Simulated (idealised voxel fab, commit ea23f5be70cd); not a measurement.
The process module presented herein is designated voxel local oxidation.
Square cell edge 5 nm, section width 170 nm, ID cut.
Cross-section, as written here: a square-cell grid given band by band from the top down, where a band holds one or more rows of cells. Band: top and bottom heights (nm) first, top before bottom; then materials from left to right, widths in nm. "throughout" marks a sole material filling the band edge to edge. "empty" denotes empty space. Below 0: as-received wafer, all one material; heights counted from there. Lowest band: no bottom, goes on down, written "0..down". Per-row width for "30->40": begins at first number (top row of band), ends at second number (bottom row), increment between rows held constant. Basically "remained the same" means that step didn't change any cell in the cross-section. In "Sealed voids" the enclosed voids are listed, meaning empty spaces of 8 cells or larger without any opening to the top. The form is width x height at distance, distance from the left edge, units nm. after a step's settings: what the simulator itself notes on the step. What "overlay nm" on a step's line means: if the step has a mask, that mask lay this far to the right of its planned place, or, when the value is negative, to the left.
[The planned process steps are enumerated hereunder]
1: RECEIVE,material Si
2: CONFORMAL_DEP,material SiO2,thk nm 5
3: CONFORMAL_DEP,material SiN,thk nm 15
4: PATTERN,tone cover,mask id ACTIVE,material resist,width nm 120,thk nm 15,overlay nm 0
5: DIRECTIONAL_ETCH,etch materials SiN,depth nm 5
6: STRIP,etch materials resist
7: SELECTIVE_ETCH,etch materials SiO2,depth nm 5
8: OXIDIZE,depth nm 15
9: STRIP,etch materials SiN
Same starting wafers, different depth nm at step 5. Plan value belongs to the first wafer.
[Step 1 complete: as-received cross-section of the first of several wafers]
* 0..down: Si throughout
* Sealed voids: none
[Cross-sectional representation of the first of several wafers at the end of the module, i.e. after its terminal step, step 9]
* 5..0: SiO2 throughout
* 0..down: Si throughout
* Sealed voids: none
[Cross-section at module completion, last wafer]
* 5..0: empty 30 nm, SiO2 110 nm, empty 30 nm
* 0..-15: SiO2 45 nm, Si 80 nm, SiO2 45 nm
* -15..down: Si throughout
* Sealed voids: none
[Per wafer (row), end of module: delta in cells per material since receipt, (+) for gained, (-) for lost; closed voids after that]
depth nm 5, +34 SiO2, Sealed voids: none
depth nm 10, +34 SiO2, Sealed voids: none
depth nm 15, -54 Si, +76 SiO2, Sealed voids: none
depth nm 20, -54 Si, +76 SiO2, Sealed voids: none
depth nm 25, -54 Si, +76 SiO2, Sealed voids: none
depth nm 30, -54 Si, +76 SiO2, Sealed voids: none
